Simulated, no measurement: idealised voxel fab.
Presented below is a process module, voxel self aligned contacts.
The width of the displayed cross-section, cut, is 280 nm; its cells are square, with a size of 5 nm.
Each cross-section below is a grid of square cells, stated as bands in top-down order, with one or more rows of cells making up each band.
The band entry comprises the height of the band's top followed by the height of its bottom, expressed in nm, and subsequently the band's materials from left to right, each stated together with its width in nm. Where a single material is marked with the word "throughout", that material fills the band from edge to edge. The word "empty" represents empty space.
Convention: height 0 is the level below which the wafer, as received, is all one material. The lowest band does not terminate at the bottom but continues downward, represented as "0 and below".
The expression "30 to 40" gives the width at the extremes of the band, the first number at its top row of cells and the second at its bottom row, with the width changing by equal amounts from each row to the next in between.
What does "no modification" mean for a step? It means no cell of the cross-section changed in that step.
Voids, sealed: empty space of 8 cells or more with no open way to the top, each as width x height at its distance from the left edge, in nm
Note: text after step settings on the step line = simulator remark on that step.
For masked steps, "overlay nm" on the step line gives how far right of plan the mask actually lay; a minus sign means it lay to the left.
PROCESS STEPS FORESEEN IN THE PLAN
1,RECEIVE [material Si]
2,OXIDIZE [depth nm 5]
3,DIRECTIONAL_DEP [material polySi] [thk nm 25]
4,DIRECTIONAL_DEP [material SiN] [thk nm 20]
5,MASKED_ETCH [tone cover] [mask id GATE] [width nm 30] [pitch nm 65] [etch materials SiN] [depth nm 20] [overlay nm 0]
6,MASKED_ETCH [tone cover] [mask id GATE] [width nm 30] [pitch nm 65] [etch materials polySi] [depth nm 25] [overlay nm 0]
7,CONFORMAL_DEP [material SiN] [thk nm 10]
8,DIRECTIONAL_ETCH [etch materials SiN] [depth nm 10]
9,FILL_DEP [material SiO2] [thk nm 10]
10,CMP [height nm 50]
11,PATTERN [tone open] [mask id CONTACT] [material resist] [width nm 45] [pitch nm 65] [thk nm 15] [overlay nm 0]
12,DIRECTIONAL_ETCH [etch materials SiO2] [depth nm 55]
13,STRIP [etch materials resist]
14,CONFORMAL_DEP [material TiN] [thk nm 5]
15,FILL_DEP [material W] [thk nm 5]
16,CMP [height nm 50]
17,CONFORMAL_DEP [material SiCN] [thk nm 5]
CROSS-SECTIONAL VIEW OF THE WAFER IN ITS AS-RECEIVED CONDITION, CORRESPONDING TO THE STATE AFTER STEP 1
0 and below | Si throughout
Voids, sealed: none
AS-PLANNED RUN: CROSS-SECTION OF THE FIRST OF TWO WAFERS AT END OF MODULE
55 down to 50 | SiCN throughout
50 down to 45 | 85 nm SiO2, then 20 nm TiN, then 5 nm W, then 20 nm TiN, then 20 nm SiO2, then 20 nm TiN, then 5 nm W, then 20 nm TiN, then 85 nm SiO2
45 down to 25 | 50 nm SiO2, then 50 nm SiN, then 5 nm TiN, then 5 nm W, then 5 nm TiN, then 50 nm SiN, then 5 nm TiN, then 5 nm W, then 5 nm TiN, then 50 nm SiN, then 50 nm SiO2
25 down to 0 | 50 nm SiO2, then 10 nm SiN, then 30 nm polySi, then 10 nm SiN, then 5 nm TiN, then 5 nm W, then 5 nm TiN, then 10 nm SiN, then 30 nm polySi, then 10 nm SiN, then 5 nm TiN, then 5 nm W, then 5 nm TiN, then 10 nm SiN, then 30 nm polySi, then 10 nm SiN, then 50 nm SiO2
0 down to -5 | 100 nm SiO2, then 15 nm TiN, then 50 nm SiO2, then 15 nm TiN, then 100 nm SiO2
-5 and below | Si throughout
Voids, sealed: none
CROSS-SECTIONAL VIEW: SECOND OF TWO WAFERS, END OF MODULE; START AND PLAN IDENTICAL TO THE FIRST, ONE MISTAKE IN RUNNING
55 down to 50 | SiCN throughout
50 down to 45 | 85 nm SiO2, then 20 nm TiN, then 5 nm W, then 20 nm TiN, then 20 nm SiO2, then 20 nm TiN, then 5 nm W, then 20 nm TiN, then 85 nm SiO2
45 down to 25 | 50 nm SiO2, then 50 nm SiN, then 5 nm TiN, then 5 nm W, then 5 nm TiN, then 50 nm SiN, then 5 nm TiN, then 5 nm W, then 5 nm TiN, then 50 nm SiN, then 50 nm SiO2
25 down to 5 | 50 nm SiO2, then 10 nm SiN, then 30 nm polySi, then 10 nm SiN, then 5 nm TiN, then 5 nm W, then 5 nm TiN, then 10 nm SiN, then 30 nm polySi, then 10 nm SiN, then 5 nm TiN, then 5 nm W, then 5 nm TiN, then 10 nm SiN, then 30 nm polySi, then 10 nm SiN, then 50 nm SiO2
5 down to 0 | 50 nm SiO2, then 10 nm SiN, then 30 nm polySi, then 10 nm SiN, then 15 nm TiN, then 10 nm SiN, then 30 nm polySi, then 10 nm SiN, then 15 nm TiN, then 10 nm SiN, then 30 nm polySi, then 10 nm SiN, then 50 nm SiO2
0 and below | Si throughout
Voids, sealed: none
What went wrong in running the wafer? plan step 2: skipped, not run
It is noted that, at the conclusion of processing, the second wafer exhibits a higher or lower cell count for certain materials relative to the first: Si +56 | SiO2 -50 | TiN -4 | W -2
